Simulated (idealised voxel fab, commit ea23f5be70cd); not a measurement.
The process module presented herein is designated voxel lift off.
Xsec cut, 220 nm wide, square cell size 5 nm.
When this document writes out a cross-section, it uses a grid of square cells and lists it as bands, beginning at the top and moving down, with a band standing for one or more rows of cells.
Look at the band entry: it leads with the top's height and the bottom's height in nm. Then it lists the materials left to right, with a width in nm for each. The word "everywhere" on a single material says that material fills the band edge to edge. The word "blank" is empty space.
Ref level 0: as-received wafer is one material below here. Bottom band extends down with no lower bound ("z 0 and below").
Note: "30 to 40" means the width goes from the first number (top row of the band) to the second number (bottom row) in equal steps per row of cells.
A step reported as "nothing altered" is a step in which no cell of the cross-section changed.
Closed-off voids of 8+ cells (no open route to the top) go in "Closed void entries", written width x height at distance from the left edge, in nm.
Read whatever lies past the settings on a step's line as the simulator's own remark about the step.
The optional step-line setting "overlay nm" applies to steps with a mask and quantifies how far to the right of its planned location the mask lay, a negative value indicating leftward placement.

-- The steps planned for the process are as follows
1) RECEIVE: material Si
2) CONFORMAL_DEP: material SiO2, thk nm 15
3) PATTERN: tone open, mask id LINES, material resist, width nm 15, pitch nm 40, thk nm 25, overlay nm 0
4) DIRECTIONAL_DEP: material Ru, thk nm 10
5) STRIP: etch materials resist
6) CONFORMAL_DEP: material SiCN, thk nm 10

-- Delivered wafer in cross-section: state after step 1
z 0 and below = Si everywhere
Closed void entries: none

-- Cross-section at module end, one run error; start and plan unchanged from above
z 35 to 25 = blank 50 nm; SiCN 120 nm; blank 50 nm
z 25 to 15 = SiCN 60 nm; Ru 20 nm; SiCN 20 nm; Ru 20 nm; SiCN 20 nm; Ru 20 nm; SiCN 60 nm
z 15 to 0 = SiO2 everywhere
z 0 and below = Si everywhere
Closed void entries: none
Short version of what went wrong: step 3 did not use the planned setting and instead ran as PATTERN: tone open, mask id LINES, material resist, width nm 20, pitch nm 40, thk nm 25, overlay nm 0
